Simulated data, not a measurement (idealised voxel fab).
process module | voxel self aligned vias
cross-section cut | 180 nm wide | cells 5 nm
A cross-section is a grid of square cells, given in bands from the top down. A band is one or more rows of cells.
Each band's line starts with the height of the band's top and of its bottom, in nm. Then come its materials from left to right, each with its width in nm. One material with "throughout" fills the band from edge to edge. "air" is empty space.
Height 0 is the level under which the wafer as received is all one material. The lowest band goes on downwards, as in "0 down".
A width such as "30 to 40" changes by the same amount from each row of cells to the next, from the band's top row to its bottom row.
"no change" after a step means that no cell of the cross-section changed.
closed voids: empty space of 8 cells or more with no open way to the top, each as width x height at its distance from the left edge, in nm
after a step's settings: what the simulator itself notes on the step
overlay nm, on a step with a mask: how far to the right of its planned place the mask lay; to the left if negative
plan
1 op RECEIVE | material Si
2 op CONFORMAL_DEP | material SiO2 | thk nm 10
3 op CONFORMAL_DEP | material SiCN | thk nm 5
4 op DIRECTIONAL_DEP | material lowk | thk nm 25
5 op DIRECTIONAL_DEP | material aC | thk nm 15
6 op PATTERN | tone open | mask id LINES | material resist | width nm 30 | pitch nm 55 | thk nm 30 | overlay nm 0
7 op DIRECTIONAL_ETCH | etch materials aC | depth nm 15
8 op STRIP | etch materials resist
9 op DIRECTIONAL_ETCH | etch materials lowk | depth nm 25
10 op STRIP | etch materials aC
11 op CONFORMAL_DEP | material TiN | thk nm 5
12 op FILL_DEP | material Ru | thk nm 5
13 op CMP | height nm 40
14 op SELECTIVE_ETCH | etch materials W Ru TiN | depth nm 10
15 op FILL_DEP | material SiN | thk nm 5
16 op CMP | height nm 40
17 op DIRECTIONAL_DEP | material lowk | thk nm 20
18 op DIRECTIONAL_DEP | material aC | thk nm 10
19 op PATTERN | tone open | mask id VIAS | material resist | width nm 40 | pitch nm 55 | thk nm 30 | overlay nm 0
20 op DIRECTIONAL_ETCH | etch materials aC | depth nm 10
21 op STRIP | etch materials resist
22 op DIRECTIONAL_ETCH | etch materials lowk | depth nm 20
23 op DIRECTIONAL_ETCH | etch materials SiN | depth nm 10
24 op STRIP | etch materials aC
25 op CONFORMAL_DEP | material TiN | thk nm 5
26 op FILL_DEP | material Cu | thk nm 5
27 op CMP | height nm 60
28 op CONFORMAL_DEP | material SiCN | thk nm 5
first wafer, as planned
as received, after step 1
  0 down: Si throughout
  closed voids: none
after step 2
  10 to 0: SiO2 throughout
  below 0: unchanged
after step 3
  15 to 10: SiCN throughout
  below 10: unchanged
after step 4
  40 to 15: lowk throughout
  below 15: unchanged
after step 5
  55 to 40: aC throughout
  below 40: unchanged
after step 6
  85 to 55: resist 45 | air 30 | resist 25 | air 30 | resist 50
  below 55: unchanged
after step 7
  70 to 55: resist 45 | air 30 | resist 25 | air 30 | resist 50
  55 to 40: aC 45 | air 30 | aC 25 | air 30 | aC 50
  below 40: unchanged
after step 8
  55 to 40: aC 45 | air 30 | aC 25 | air 30 | aC 50
  below 40: unchanged
after step 9
  55 to 40: aC 45 | air 30 | aC 25 | air 30 | aC 50
  40 to 15: lowk 45 | air 30 | lowk 25 | air 30 | lowk 50
  below 15: unchanged
after step 10
  40 to 15: lowk 45 | air 30 | lowk 25 | air 30 | lowk 50
  below 15: unchanged
after step 11
  45 to 40: TiN 50 | air 20 | TiN 35 | air 20 | TiN 55
  40 to 20: lowk 45 | TiN 5 | air 20 | TiN 5 | lowk 25 | TiN 5 | air 20 | TiN 5 | lowk 50
  20 to 15: lowk 45 | TiN 30 | lowk 25 | TiN 30 | lowk 50
  below 15: unchanged
after step 12
  50 to 45: Ru throughout
  45 to 40: TiN 50 | Ru 20 | TiN 35 | Ru 20 | TiN 55
  40 to 20: lowk 45 | TiN 5 | Ru 20 | TiN 5 | lowk 25 | TiN 5 | Ru 20 | TiN 5 | lowk 50
  below 20: unchanged
after step 13
  40 to 20: lowk 45 | TiN 5 | Ru 20 | TiN 5 | lowk 25 | TiN 5 | Ru 20 | TiN 5 | lowk 50
  below 20: unchanged
after step 14
  40 to 30: lowk 45 | air 30 | lowk 25 | air 30 | lowk 50
  below 30: unchanged
after step 15
  45 to 40: SiN throughout
  40 to 30: lowk 45 | SiN 30 | lowk 25 | SiN 30 | lowk 50
  below 30: unchanged
after step 16
  40 to 30: lowk 45 | SiN 30 | lowk 25 | SiN 30 | lowk 50
  below 30: unchanged
after step 17
  60 to 40: lowk throughout
  below 40: unchanged
after step 18
  70 to 60: aC throughout
  below 60: unchanged
after step 19
  100 to 70: resist 40 | air 40 | resist 15 | air 40 | resist 45
  below 70: unchanged
after step 20
  90 to 70: resist 40 | air 40 | resist 15 | air 40 | resist 45
  70 to 60: aC 40 | air 40 | aC 15 | air 40 | aC 45
  below 60: unchanged
after step 21
  70 to 60: aC 40 | air 40 | aC 15 | air 40 | aC 45
  below 60: unchanged
after step 22
  70 to 60: aC 40 | air 40 | aC 15 | air 40 | aC 45
  60 to 40: lowk 40 | air 40 | lowk 15 | air 40 | lowk 45
  below 40: unchanged
after step 23
  70 to 60: aC 40 | air 40 | aC 15 | air 40 | aC 45
  60 to 40: lowk 40 | air 40 | lowk 15 | air 40 | lowk 45
  40 to 30: lowk 45 | air 30 | lowk 25 | air 30 | lowk 50
  below 30: unchanged
after step 24
  60 to 40: lowk 40 | air 40 | lowk 15 | air 40 | lowk 45
  below 40: unchanged
after step 25
  65 to 60: TiN 45 | air 30 | TiN 25 | air 30 | TiN 50
  60 to 45: lowk 40 | TiN 5 | air 30 | TiN 5 | lowk 15 | TiN 5 | air 30 | TiN 5 | lowk 45
  45 to 35: lowk 40 to 45 | TiN 10 to 5 | air 20 | TiN 10 to 5 | lowk 15 to 25 | TiN 10 to 5 | air 20 | TiN 10 to 5 | lowk 45 to 50
  35 to 30: lowk 45 | TiN 30 | lowk 25 | TiN 30 | lowk 50
  below 30: unchanged
after step 26
  70 to 65: Cu throughout
  65 to 60: TiN 45 | Cu 30 | TiN 25 | Cu 30 | TiN 50
  60 to 45: lowk 40 | TiN 5 | Cu 30 | TiN 5 | lowk 15 | TiN 5 | Cu 30 | TiN 5 | lowk 45
  45 to 35: lowk 40 to 45 | TiN 10 to 5 | Cu 20 | TiN 10 to 5 | lowk 15 to 25 | TiN 10 to 5 | Cu 20 | TiN 10 to 5 | lowk 45 to 50
  below 35: unchanged
after step 27
  60 to 45: lowk 40 | TiN 5 | Cu 30 | TiN 5 | lowk 15 | TiN 5 | Cu 30 | TiN 5 | lowk 45
  below 45: unchanged
after step 28
  65 to 60: SiCN throughout
  below 60: unchanged
second wafer: like start, like plan, one mistake. Through step 2 it matches the first wafer
when step 3 should have ended
  35 to 10: lowk throughout
  below 10: unchanged
when step 4 should have ended
  40 to 35: SiCN throughout
  below 35: unchanged
when step 5 should have ended
  55 to 40: aC throughout
  below 40: unchanged
when step 6 should have ended
  85 to 55: resist 45 | air 30 | resist 25 | air 30 | resist 50
  below 55: unchanged
when step 7 should have ended
  70 to 55: resist 45 | air 30 | resist 25 | air 30 | resist 50
  55 to 40: aC 45 | air 30 | aC 25 | air 30 | aC 50
  below 40: unchanged
when step 8 should have ended
  55 to 40: aC 45 | air 30 | aC 25 | air 30 | aC 50
  below 40: unchanged
when step 9 should have ended: no change
when step 10 should have ended
  40 to 35: SiCN throughout
  below 35: unchanged
when step 11 should have ended
  45 to 40: TiN throughout
  below 40: unchanged
when step 12 should have ended
  50 to 45: Ru throughout
  below 45: unchanged
when step 13 should have ended
  40 to 35: SiCN throughout
  below 35: unchanged
when step 14 should have ended: no change
when step 15 should have ended
  45 to 40: SiN throughout
  below 40: unchanged
when step 16 should have ended
  40 to 35: SiCN throughout
  below 35: unchanged
when step 17 should have ended
  60 to 40: lowk throughout
  below 40: unchanged
when step 18 should have ended
  70 to 60: aC throughout
  below 60: unchanged
when step 19 should have ended
  100 to 70: resist 40 | air 40 | resist 15 | air 40 | resist 45
  below 70: unchanged
when step 20 should have ended
  90 to 70: resist 40 | air 40 | resist 15 | air 40 | resist 45
  70 to 60: aC 40 | air 40 | aC 15 | air 40 | aC 45
  below 60: unchanged
when step 21 should have ended
  70 to 60: aC 40 | air 40 | aC 15 | air 40 | aC 45
  below 60: unchanged
when step 22 should have ended
  70 to 60: aC 40 | air 40 | aC 15 | air 40 | aC 45
  60 to 40: lowk 40 | air 40 | lowk 15 | air 40 | lowk 45
  below 40: unchanged
when step 23 should have ended: no change
when step 24 should have ended
  60 to 40: lowk 40 | air 40 | lowk 15 | air 40 | lowk 45
  below 40: unchanged
when step 25 should have ended
  65 to 60: TiN 45 | air 30 | TiN 25 | air 30 | TiN 50
  60 to 45: lowk 40 | TiN 5 | air 30 | TiN 5 | lowk 15 | TiN 5 | air 30 | TiN 5 | lowk 45
  45 to 40: lowk 40 | TiN 40 | lowk 15 | TiN 40 | lowk 45
  below 40: unchanged
when step 26 should have ended
  70 to 65: Cu throughout
  65 to 60: TiN 45 | Cu 30 | TiN 25 | Cu 30 | TiN 50
  60 to 45: lowk 40 | TiN 5 | Cu 30 | TiN 5 | lowk 15 | TiN 5 | Cu 30 | TiN 5 | lowk 45
  below 45: unchanged
when step 27 should have ended
  60 to 45: lowk 40 | TiN 5 | Cu 30 | TiN 5 | lowk 15 | TiN 5 | Cu 30 | TiN 5 | lowk 45
  below 45: unchanged
when step 28 should have ended
  65 to 60: SiCN throughout
  below 60: unchanged
what went wrong: steps 3 and 4 were swapped
at the end the second wafer has, in cells: 16 fewer of Cu | 16 fewer of Ru | 28 fewer of TiN | 60 more of lowk
